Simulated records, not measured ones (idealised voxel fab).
process module | voxel spacer lines
cross-section cut | 190 nm wide | cells 5 nm
A cross-section is a grid of square cells, given in bands from the top down. A band is one or more rows of cells.
Each band's line starts with the height of the band's top and of its bottom, in nm. Then come its materials from left to right, each with its width in nm. One material with "throughout" fills the band from edge to edge. "air" is empty space.
Height 0 is the level under which the wafer as received is all one material. The lowest band goes on downwards, as in "0 down".
A width such as "30 to 40" changes by the same amount from each row of cells to the next, from the band's top row to its bottom row.
"no change" after a step means that no cell of the cross-section changed.
closed voids: empty space of 8 cells or more with no open way to the top, each as width x height at its distance from the left edge, in nm
after a step's settings: what the simulator itself notes on the step
overlay nm, on a step with a mask: how far to the right of its planned place the mask lay; to the left if negative
plan
1 op RECEIVE | material Si
2 op CONFORMAL_DEP | material Al2O3 | thk nm 10
3 op DIRECTIONAL_DEP | material polySi | thk nm 10
4 op DIRECTIONAL_DEP | material aC | thk nm 20
5 op PATTERN | tone cover | mask id MANDREL | material resist | width nm 20 | pitch nm 70 | thk nm 25 | overlay nm 0
6 op DIRECTIONAL_ETCH | etch materials aC | depth nm 20
7 op STRIP | etch materials resist
8 op CONFORMAL_DEP | material SiO2 | thk nm 15
9 op DIRECTIONAL_ETCH | etch materials SiO2 | depth nm 15
10 op STRIP | etch materials aC
11 op DIRECTIONAL_ETCH | etch materials polySi | depth nm 10
12 op STRIP | etch materials SiO2
13 op FILL_DEP | material lowk | thk nm 10
14 op CMP | height nm 20
as received, after step 1
  0 down: Si throughout
  closed voids: none
first wafer at the end, as planned
  20 to 10: polySi 15 | lowk 20 | polySi 15 | lowk 20 | polySi 15 | lowk 20 | polySi 15 | lowk 20 | polySi 15 | lowk 20 | polySi 15
  10 to 0: Al2O3 throughout
  0 down: Si throughout
  closed voids: none
second wafer at the end: like start, like plan, one mistake
  20 to 10: lowk 5 | polySi 15 | lowk 15 | polySi 15 | lowk 25 | polySi 15 | lowk 15 | polySi 15 | lowk 25 | polySi 15 | lowk 15 | polySi 15
  10 to 0: Al2O3 throughout
  0 down: Si throughout
  closed voids: none
what went wrong: step 5 ran as: op PATTERN | tone cover | mask id MANDREL | material resist | width nm 15 | pitch nm 70 | thk nm 25 | overlay nm 0
at the end the second wafer has, in cells: as many of each material as the first, in other places
